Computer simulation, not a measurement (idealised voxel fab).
A process module follows: voxel capacitor over wiring.
It is cross-section cut that appears here, measuring 295 nm in width, its square cells being 5 nm in size.
We lay out every cross-section as a grid of square cells and spell it out in bands from the top down, where one band means one or more rows of cells.
Basically the band line says how high the top is and how high the bottom is, in nm, and then what's in it from left to right, every material with its width in nm. Empty space shows up as "blank", and if a single material carries "throughout" it runs the full band edge to edge.
Beneath 0, the wafer as received is one material, and that level is where height counting begins. The lowest band goes on downward without a bottom; it is written like "0..down".
A width given as "30->40" starts at the first number in the band's top row and ends at the second number in its bottom row, shifting by an equal amount at every step from row to row.
Step marked "changes: none"? Then no cell in the cross-section changed in it.
Empty spaces without an open route to the top, at least 8 cells in extent, make up the entry "Enclosed cavities"; each is given as width x height at distance, where the distance is measured from the left edge, and all are in nm.
Formally, on a step line, whatever follows the settings is a remark that the simulator itself makes on the step.
The optional step-line setting "overlay nm" applies to steps with a mask and quantifies how far to the right of its planned location the mask lay, a negative value indicating leftward placement.

Process steps (planned):
| 1 | RECEIVE [material Si] |
| 2 | CONFORMAL_DEP [material SiO2] [thk nm 15] |
| 3 | CONFORMAL_DEP [material SiCN] [thk nm 5] |
| 4 | DIRECTIONAL_DEP [material SiO2] [thk nm 25] |
| 5 | PATTERN [tone open] [mask id METAL_1] [material resist] [width nm 30] [pitch nm 95] [thk nm 20] [overlay nm 0] |
| 6 | DIRECTIONAL_ETCH [etch materials SiO2] [depth nm 25] |
| 7 | DIRECTIONAL_ETCH [etch materials SiCN] [depth nm 5] |
| 8 | STRIP [etch materials resist] |
| 9 | CONFORMAL_DEP [material TiN] [thk nm 5] |
| 10 | FILL_DEP [material Cu] [thk nm 10] |
| 11 | CMP [height nm 45] |
| 12 | CONFORMAL_DEP [material SiCN] [thk nm 5] |
| 13 | DIRECTIONAL_DEP [material SiO2] [thk nm 10] |
| 14 | MASKED_ETCH [tone open] [mask id PLUG_1] [width nm 15] [etch materials SiO2] [depth nm 10] [overlay nm 0] |
| 15 | MASKED_ETCH [tone open] [mask id PLUG_1] [width nm 15] [etch materials SiCN] [depth nm 5] [overlay nm 0] |
| 16 | EPI [material Ru] [thk nm 10] |
| 17 | EPI [material Ru] [thk nm 5] |
| 18 | DIRECTIONAL_DEP [material TiN] [thk nm 5] |
| 19 | DIRECTIONAL_DEP [material SiN] [thk nm 5] |
| 20 | DIRECTIONAL_DEP [material TiN] [thk nm 5] |
| 21 | MASKED_ETCH [tone cover] [mask id UPPER_PLATE] [width nm 70] [etch materials TiN] [depth nm 5] [overlay nm 0] |
| 22 | MASKED_ETCH [tone cover] [mask id UPPER_PLATE] [width nm 70] [etch materials SiN] [depth nm 5] [overlay nm 0] |
| 23 | DIRECTIONAL_DEP [material aC] [thk nm 15] |
| 24 | PATTERN [tone cover] [mask id LOWER_PLATE] [material resist] [width nm 80] [thk nm 35] [overlay nm 0] |
| 25 | DIRECTIONAL_ETCH [etch materials aC] [depth nm 15] |
| 26 | STRIP [etch materials resist] |
| 27 | DIRECTIONAL_ETCH [etch materials TiN] [depth nm 5] |
| 28 | STRIP [etch materials aC] |
| 29 | FILL_DEP [material SiO2] [thk nm 15] |
| 30 | CMP [height nm 85] |
| 31 | DIRECTIONAL_DEP [material aC] [thk nm 10] |
| 32 | PATTERN [tone open] [mask id PLUG_2] [material resist] [width nm 15] [thk nm 25] [overlay nm 0] |
| 33 | DIRECTIONAL_ETCH [etch materials aC] [depth nm 10] |
| 34 | STRIP [etch materials resist] |
| 35 | DIRECTIONAL_ETCH [etch materials SiO2] [depth nm 10] |
| 36 | STRIP [etch materials aC] |
| 37 | CONFORMAL_DEP [material TiN] [thk nm 5] |
| 38 | FILL_DEP [material Ru] [thk nm 5] |
| 39 | CMP [height nm 85] |
| 40 | CONFORMAL_DEP [material SiCN] [thk nm 5] |

First of two wafers - as planned:

Here's what the wafer looked like in cross-section when it arrived - that's after step 1:
* 0..down = Si throughout
* Enclosed cavities: none

Upon completion of step 2, the wafer appears in cross-section as shown:
* 15..0 = SiO2 throughout
* Below 0, the layers are the same as they were.

Upon completion of step 3, the wafer appears in cross-section as shown:
* 20..15 = SiCN throughout
* Below 15, the layers are the same as they were.

Upon completion of step 4, the wafer appears in cross-section as shown:
* 45..20 = SiO2 throughout
* Below 20, the layers are the same as they were.

Upon completion of step 5, the wafer appears in cross-section as shown:
* 65..45 = resist (85)  blank (30)  resist (65)  blank (30)  resist (85)
* Below 45, the layers are the same as they were.

Upon completion of step 6, the wafer appears in cross-section as shown:
* 65..45 = resist (85)  blank (30)  resist (65)  blank (30)  resist (85)
* 45..20 = SiO2 (85)  blank (30)  SiO2 (65)  blank (30)  SiO2 (85)
* Below 20, the layers are the same as they were.

Upon completion of step 7, the wafer appears in cross-section as shown:
* 65..45 = resist (85)  blank (30)  resist (65)  blank (30)  resist (85)
* 45..20 = SiO2 (85)  blank (30)  SiO2 (65)  blank (30)  SiO2 (85)
* 20..15 = SiCN (85)  blank (30)  SiCN (65)  blank (30)  SiCN (85)
* Below 15, the layers are the same as they were.

Upon completion of step 8, the wafer appears in cross-section as shown:
* 45..20 = SiO2 (85)  blank (30)  SiO2 (65)  blank (30)  SiO2 (85)
* Below 20, the layers are the same as they were.

Upon completion of step 9, the wafer appears in cross-section as shown:
* 50..45 = TiN (90)  blank (20)  TiN (75)  blank (20)  TiN (90)
* 45..20 = SiO2 (85)  TiN (5)  blank (20)  TiN (5)  SiO2 (65)  TiN (5)  blank (20)  TiN (5)  SiO2 (85)
* 20..15 = SiCN (85)  TiN (30)  SiCN (65)  TiN (30)  SiCN (85)
* Below 15, the layers are the same as they were.

Upon completion of step 10, the wafer appears in cross-section as shown:
* 60..50 = Cu throughout
* 50..45 = TiN (90)  Cu (20)  TiN (75)  Cu (20)  TiN (90)
* 45..20 = SiO2 (85)  TiN (5)  Cu (20)  TiN (5)  SiO2 (65)  TiN (5)  Cu (20)  TiN (5)  SiO2 (85)
* Below 20, the layers are the same as they were.

Upon completion of step 11, the wafer appears in cross-section as shown:
* 45..20 = SiO2 (85)  TiN (5)  Cu (20)  TiN (5)  SiO2 (65)  TiN (5)  Cu (20)  TiN (5)  SiO2 (85)
* Below 20, the layers are the same as they were.

Upon completion of step 12, the wafer appears in cross-section as shown:
* 50..45 = SiCN throughout
* Below 45, the layers are the same as they were.

Upon completion of step 13, the wafer appears in cross-section as shown:
* 60..50 = SiO2 throughout
* Below 50, the layers are the same as they were.

Upon completion of step 14, the wafer appears in cross-section as shown:
* 60..50 = SiO2 (100)  blank (15)  SiO2 (180)
* Below 50, the layers are the same as they were.

Upon completion of step 15, the wafer appears in cross-section as shown:
* 60..50 = SiO2 (100)  blank (15)  SiO2 (180)
* 50..45 = SiCN (100)  blank (15)  SiCN (180)
* Below 45, the layers are the same as they were.

Upon completion of step 16, the wafer appears in cross-section as shown:
* 60..55 = SiO2 (100)  blank (15)  SiO2 (180)
* 55..50 = SiO2 (100)  Ru (15)  SiO2 (180)
* 50..45 = SiCN (100)  Ru (15)  SiCN (180)
* Below 45, the layers are the same as they were.

Upon completion of step 17, the wafer appears in cross-section as shown:
* 60..50 = SiO2 (100)  Ru (15)  SiO2 (180)
* Below 50, the layers are the same as they were.

Upon completion of step 18, the wafer appears in cross-section as shown:
* 65..60 = TiN throughout
* Below 60, the layers are the same as they were.

Upon completion of step 19, the wafer appears in cross-section as shown:
* 70..65 = SiN throughout
* Below 65, the layers are the same as they were.

Upon completion of step 20, the wafer appears in cross-section as shown:
* 75..70 = TiN throughout
* Below 70, the layers are the same as they were.

Upon completion of step 21, the wafer appears in cross-section as shown:
* 75..70 = blank (100)  TiN (70)  blank (125)
* Below 70, the layers are the same as they were.

Upon completion of step 22, the wafer appears in cross-section as shown:
* 75..70 = blank (100)  TiN (70)  blank (125)
* 70..65 = blank (100)  SiN (70)  blank (125)
* Below 65, the layers are the same as they were.

Upon completion of step 23, the wafer appears in cross-section as shown:
* 90..80 = blank (100)  aC (70)  blank (125)
* 80..75 = aC throughout
* 75..70 = aC (100)  TiN (70)  aC (125)
* 70..65 = aC (100)  SiN (70)  aC (125)
* Below 65, the layers are the same as they were.

Upon completion of step 24, the wafer appears in cross-section as shown:
* 125..90 = blank (95)  resist (80)  blank (120)
* 90..80 = blank (95)  resist (5)  aC (70)  resist (5)  blank (120)
* Below 80, the layers are the same as they were.

Upon completion of step 25, the wafer appears in cross-section as shown:
* 110..90 = blank (95)  resist (80)  blank (120)
* 90..80 = blank (95)  resist (5)  aC (70)  resist (5)  blank (120)
* 80..75 = blank (95)  aC (80)  blank (120)
* 75..70 = blank (95)  aC (5)  TiN (70)  aC (5)  blank (120)
* 70..65 = blank (95)  aC (5)  SiN (70)  aC (5)  blank (120)
* Below 65, the layers are the same as they were.

Upon completion of step 26, the wafer appears in cross-section as shown:
* 90..80 = blank (100)  aC (70)  blank (125)
* Below 80, the layers are the same as they were.

Upon completion of step 27, the wafer appears in cross-section as shown:
* 90..80 = blank (100)  aC (70)  blank (125)
* 80..75 = blank (95)  aC (80)  blank (120)
* 75..70 = blank (95)  aC (5)  TiN (70)  aC (5)  blank (120)
* 70..65 = blank (95)  aC (5)  SiN (70)  aC (5)  blank (120)
* 65..60 = blank (95)  TiN (80)  blank (120)
* Below 60, the layers are the same as they were.

Upon completion of step 28, the wafer appears in cross-section as shown:
* 75..70 = blank (100)  TiN (70)  blank (125)
* 70..65 = blank (100)  SiN (70)  blank (125)
* Below 65, the layers are the same as they were.

Upon completion of step 29, the wafer appears in cross-section as shown:
* 90..75 = SiO2 throughout
* 75..70 = SiO2 (100)  TiN (70)  SiO2 (125)
* 70..65 = SiO2 (100)  SiN (70)  SiO2 (125)
* 65..60 = SiO2 (95)  TiN (80)  SiO2 (120)
* Below 60, the layers are the same as they were.

Upon completion of step 30, the wafer appears in cross-section as shown:
* 85..75 = SiO2 throughout
* Below 75, the layers are the same as they were.

Upon completion of step 31, the wafer appears in cross-section as shown:
* 95..85 = aC throughout
* Below 85, the layers are the same as they were.

Upon completion of step 32, the wafer appears in cross-section as shown:
* 120..95 = resist (110)  blank (15)  resist (170)
* Below 95, the layers are the same as they were.

Upon completion of step 33, the wafer appears in cross-section as shown:
* 110..95 = resist (110)  blank (15)  resist (170)
* 95..85 = aC (110)  blank (15)  aC (170)
* Below 85, the layers are the same as they were.

Upon completion of step 34, the wafer appears in cross-section as shown:
* 95..85 = aC (110)  blank (15)  aC (170)
* Below 85, the layers are the same as they were.

Upon completion of step 35, the wafer appears in cross-section as shown:
* 95..85 = aC (110)  blank (15)  aC (170)
* 85..75 = SiO2 (110)  blank (15)  SiO2 (170)
* Below 75, the layers are the same as they were.

Upon completion of step 36, the wafer appears in cross-section as shown:
* 85..75 = SiO2 (110)  blank (15)  SiO2 (170)
* Below 75, the layers are the same as they were.

Upon completion of step 37, the wafer appears in cross-section as shown:
* 90..85 = TiN (115)  blank (5)  TiN (175)
* 85..80 = SiO2 (110)  TiN (5)  blank (5)  TiN (5)  SiO2 (170)
* 80..70 = SiO2 (110->100)  TiN (15->70)  SiO2 (170->125)
* Below 70, the layers are the same as they were.

Upon completion of step 38, the wafer appears in cross-section as shown:
* 95..90 = Ru throughout
* 90..85 = TiN (115)  Ru (5)  TiN (175)
* 85..80 = SiO2 (110)  TiN (5)  Ru (5)  TiN (5)  SiO2 (170)
* Below 80, the layers are the same as they were.

Upon completion of step 39, the wafer appears in cross-section as shown:
* 85..80 = SiO2 (110)  TiN (5)  Ru (5)  TiN (5)  SiO2 (170)
* Below 80, the layers are the same as they were.

Upon completion of step 40, the wafer appears in cross-section as shown:
* 90..85 = SiCN throughout
* Below 85, the layers are the same as they were.

Regarding the second of the two wafers: it shared the first wafer's starting condition and process plan, yet one error occurred during its execution. Its history coincides with that of the first wafer up to and including step 21:

Cross-section, second wafer, at the end time the plan gives for step 22:
* 75..70 = blank (100)  TiN (70)  blank (125)
* 70..65 = blank (95)  SiN (75)  blank (125)
* Below 65, the layers are the same as they were.

Cross-section, second wafer, at the end time the plan gives for step 23:
* 90..80 = blank (100->95)  aC (70->75)  blank (125)
* 80..75 = aC throughout
* 75..70 = aC (100)  TiN (70)  aC (125)
* 70..65 = aC (95)  SiN (75)  aC (125)
* Below 65, the layers are the same as they were.

Cross-section, second wafer, at the end time the plan gives for step 24:
* 125..90 = blank (95)  resist (80)  blank (120)
* 90..85 = blank (95)  resist (5)  aC (70)  resist (5)  blank (120)
* 85..80 = blank (95)  aC (75)  resist (5)  blank (120)
* Below 80, the layers are the same as they were.

Cross-section, second wafer, at the end time the plan gives for step 25:
* 110..90 = blank (95)  resist (80)  blank (120)
* 90..85 = blank (95)  resist (5)  aC (70)  resist (5)  blank (120)
* 85..80 = blank (95)  aC (75)  resist (5)  blank (120)
* 80..75 = blank (95)  aC (80)  blank (120)
* 75..70 = blank (95)  aC (5)  TiN (70)  aC (5)  blank (120)
* 70..65 = blank (95)  SiN (75)  aC (5)  blank (120)
* Below 65, the layers are the same as they were.

Cross-section, second wafer, at the end time the plan gives for step 26:
* 90..80 = blank (100->95)  aC (70->75)  blank (125)
* Below 80, the layers are the same as they were.

Cross-section, second wafer, at the end time the plan gives for step 27:
* 90..80 = blank (100->95)  aC (70->75)  blank (125)
* 80..75 = blank (95)  aC (80)  blank (120)
* 75..70 = blank (95)  aC (5)  TiN (70)  aC (5)  blank (120)
* 70..65 = blank (95)  SiN (75)  aC (5)  blank (120)
* 65..60 = blank (95)  TiN (80)  blank (120)
* Below 60, the layers are the same as they were.

Cross-section, second wafer, at the end time the plan gives for step 28:
* 75..70 = blank (100)  TiN (70)  blank (125)
* 70..65 = blank (95)  SiN (75)  blank (125)
* Below 65, the layers are the same as they were.

Cross-section, second wafer, at the end time the plan gives for step 29:
* 90..75 = SiO2 throughout
* 75..70 = SiO2 (100)  TiN (70)  SiO2 (125)
* 70..65 = SiO2 (95)  SiN (75)  SiO2 (125)
* 65..60 = SiO2 (95)  TiN (80)  SiO2 (120)
* Below 60, the layers are the same as they were.

Cross-section, second wafer, at the end time the plan gives for step 30:
* 85..75 = SiO2 throughout
* Below 75, the layers are the same as they were.

Cross-section, second wafer, at the end time the plan gives for step 31:
* 95..85 = aC throughout
* Below 85, the layers are the same as they were.

Cross-section, second wafer, at the end time the plan gives for step 32:
* 120..95 = resist (110)  blank (15)  resist (170)
* Below 95, the layers are the same as they were.

Cross-section, second wafer, at the end time the plan gives for step 33:
* 110..95 = resist (110)  blank (15)  resist (170)
* 95..85 = aC (110)  blank (15)  aC (170)
* Below 85, the layers are the same as they were.

Cross-section, second wafer, at the end time the plan gives for step 34:
* 95..85 = aC (110)  blank (15)  aC (170)
* Below 85, the layers are the same as they were.

Cross-section, second wafer, at the end time the plan gives for step 35:
* 95..85 = aC (110)  blank (15)  aC (170)
* 85..75 = SiO2 (110)  blank (15)  SiO2 (170)
* Below 75, the layers are the same as they were.

Cross-section, second wafer, at the end time the plan gives for step 36:
* 85..75 = SiO2 (110)  blank (15)  SiO2 (170)
* Below 75, the layers are the same as they were.

Cross-section, second wafer, at the end time the plan gives for step 37:
* 90..85 = TiN (115)  blank (5)  TiN (175)
* 85..80 = SiO2 (110)  TiN (5)  blank (5)  TiN (5)  SiO2 (170)
* 80..70 = SiO2 (110->100)  TiN (15->70)  SiO2 (170->125)
* Below 70, the layers are the same as they were.

Cross-section, second wafer, at the end time the plan gives for step 38:
* 95..90 = Ru throughout
* 90..85 = TiN (115)  Ru (5)  TiN (175)
* 85..80 = SiO2 (110)  TiN (5)  Ru (5)  TiN (5)  SiO2 (170)
* Below 80, the layers are the same as they were.

Cross-section, second wafer, at the end time the plan gives for step 39:
* 85..80 = SiO2 (110)  TiN (5)  Ru (5)  TiN (5)  SiO2 (170)
* Below 80, the layers are the same as they were.

Cross-section, second wafer, at the end time the plan gives for step 40:
* 90..85 = SiCN throughout
* Below 85, the layers are the same as they were.
Deviation from plan: step 22 ran differently from the plan; actual operation with settings: MASKED_ETCH [tone cover] [mask id UPPER_PLATE] [width nm 70] [etch materials SiN] [depth nm 5] [overlay nm -5]
Counted in cells at the end, the second wafer holds more or fewer of these materials than the first: 1 more of SiN, 1 fewer of SiO2
